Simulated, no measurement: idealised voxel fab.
Presented below is a process module, voxel released beams.
We display cut, a cross-section 260 nm in width whose square cells are each 5 nm.
Cross-section = grid of square cells, listed top down in bands; band = one or more rows.
The band entry comprises the height of the band's top followed by the height of its bottom, expressed in nm, and subsequently the band's materials from left to right, each stated together with its width in nm. Where a single material is marked with the word "all across", that material fills the band from edge to edge. The word "blank" represents empty space.
Counting heights begins at 0, where everything beneath is, in the wafer as received, one material. The lowest band has no bottom; it goes on downwards, as "0 down" shows.
Width: "30 to 40" (first number = top row, second number = bottom row, same change from row to row of cells).
Step marked "stayed the same"? Then no cell in the cross-section changed in it.
You'll see "Voids lacking openings" listing empty spaces that have no way open to the top, as long as they're 8 cells or more; the notation is width x height at distance, where the distance is from the left edge, and all of it is in nm.
Text after the settings on a step's line: the simulator's own remark on that step.
overlay nm: mask right of planned place by this much (step with mask). Neg. = left.
Plan
1: RECEIVE, material Si
2: CONFORMAL_DEP, material Al2O3, thk nm 10
3: DIRECTIONAL_DEP, material SiO2, thk nm 20
4: MASKED_ETCH, tone open, mask id ANCHOR, width nm 45, etch materials SiO2, depth nm 20, overlay nm 0
5: CONFORMAL_DEP, material W, thk nm 15
6: MASKED_ETCH, tone cover, mask id BEAM, width nm 95, etch materials W, depth nm 15, overlay nm 0
7: STRIP, etch materials SiO2
Delivered wafer in cross-section: state after step 1
> 0 down = Si all across
> Voids lacking openings: none
Cross-section at module end, one run error; start and plan unchanged from above
> 45 to 30 = blank 75 nm, then W 25 nm, then blank 15 nm, then W 55 nm, then blank 90 nm
> 30 to 25 = blank 85 nm, then W 15 nm, then blank 15 nm, then W 15 nm, then blank 130 nm
> 25 to 10 = blank 85 nm, then W 45 nm, then blank 130 nm
> 10 to 0 = Al2O3 all across
> 0 down = Si all across
> Voids lacking openings: none
Heads up, the wafer didn't run the way we planned it: heads up, step 6 didn't go per plan, it actually ran as MASKED_ETCH, tone cover, mask id BEAM, width nm 95, etch materials W, depth nm 15, overlay nm -5
